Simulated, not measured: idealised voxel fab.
Presented below is a process module, voxel quadruple lines.
Cross-sectional view cut (width: 260 nm; square cell size: 5 nm).
Reading order for cross-sections: top band down to bottom band. Underlying form: a grid of square cells. Band size: one or more rows of cells. Look at the band entry: it leads with the top's height and the bottom's height in nm. Then it lists the materials left to right, with a width in nm for each. The word "all across" on a single material says that material fills the band edge to edge. The word "empty" is empty space. Note: height 0 marks the level under which the wafer is uniformly one material as received. Lowest band unbounded below, written "0 and below". A width such as "30..40" changes by the same amount from each row of cells to the next, from the band's top row to its bottom row. Take "remained the same" at face value: in the step it is given for, the cross-section changed in none of its cells. "Catalogued sealed voids": empty spaces of 8 cells or more with no open way to the top, each given as width x height at distance, distance from the left edge, all in nm. Post-settings text on a step line: simulator's own remark regarding the step. You can add "overlay nm" to a step's line. For a step with a mask, it describes how far the mask lay to the right of its planned position, and a negative number describes a lay to the left.
# Intended process steps
- 1: op RECEIVE | material Si
- 2: op CONFORMAL_DEP | material SiO2 | thk nm 10
- 3: op DIRECTIONAL_DEP | material Ru | thk nm 10
- 4: op DIRECTIONAL_DEP | material polySi | thk nm 20
- 5: op DIRECTIONAL_DEP | material aC | thk nm 20
- 6: op PATTERN | tone cover | mask id MANDREL | material resist | width nm 25 | pitch nm 100 | thk nm 30 | overlay nm 0
- 7: op DIRECTIONAL_ETCH | etch materials aC | depth nm 20
- 8: op STRIP | etch materials resist
- 9: op CONFORMAL_DEP | material SiO2 | thk nm 15
- 10: op DIRECTIONAL_ETCH | etch materials SiO2 | depth nm 15
- 11: op STRIP | etch materials aC
- 12: op DIRECTIONAL_ETCH | etch materials polySi | depth nm 20
- 13: op STRIP | etch materials SiO2
- 14: op CONFORMAL_DEP | material SiCN | thk nm 10
- 15: op DIRECTIONAL_ETCH | etch materials SiCN | depth nm 10
- 16: op STRIP | etch materials polySi
- 17: op DIRECTIONAL_ETCH | etch materials Ru | depth nm 10
- 18: op STRIP | etch materials SiCN
- 19: op FILL_DEP | material lowk | thk nm 5
- 20: op CMP | height nm 20
Quick note for whoever runs this: the wafers start identical, but the width nm at step 6 isn't the same across them. The plan just shows what the first wafer had.
# First of several wafers, received after step 1, in cross-section
    0 and below | Si all across
    Catalogued sealed voids: none
# Take a look at the first of several wafers in cross-section: the module is done, and step 20 was its last step
    20 down to 10 | lowk 40 nm | Ru 10 nm | lowk 15 nm | Ru 10 nm | lowk 5 nm | Ru 10 nm | lowk 15 nm | Ru 10 nm | lowk 25 nm | Ru 10 nm | lowk 15 nm | Ru 10 nm | lowk 5 nm | Ru 10 nm | lowk 15 nm | Ru 10 nm | lowk 45 nm
    10 down to 0 | SiO2 all across
    0 and below | Si all across
    Catalogued sealed voids: none
# Cross-section, last wafer, module completion
    20 down to 10 | lowk 30 nm | Ru 10 nm | lowk 15 nm | Ru 10 nm | lowk 30 nm | Ru 10 nm | lowk 15 nm | Ru 20 nm | lowk 15 nm | Ru 10 nm | lowk 30 nm | Ru 10 nm | lowk 15 nm | Ru 10 nm | lowk 30 nm
    10 down to 0 | SiO2 all across
    0 and below | Si all across
    Catalogued sealed voids: none
# End of module, by wafer: material-by-material cell gain (+) or loss (-) since receipt, then closed voids
width nm 25, +32 Ru, +104 SiO2, +72 lowk, Catalogued sealed voids: none
width nm 30, +32 Ru, +104 SiO2, +72 lowk, Catalogued sealed voids: none
width nm 35, +32 Ru, +104 SiO2, +72 lowk, Catalogued sealed voids: none
width nm 40, +32 Ru, +104 SiO2, +72 lowk, Catalogued sealed voids: none
width nm 45, +32 Ru, +104 SiO2, +72 lowk, Catalogued sealed voids: none
width nm 50, +32 Ru, +104 SiO2, +72 lowk, Catalogued sealed voids: none
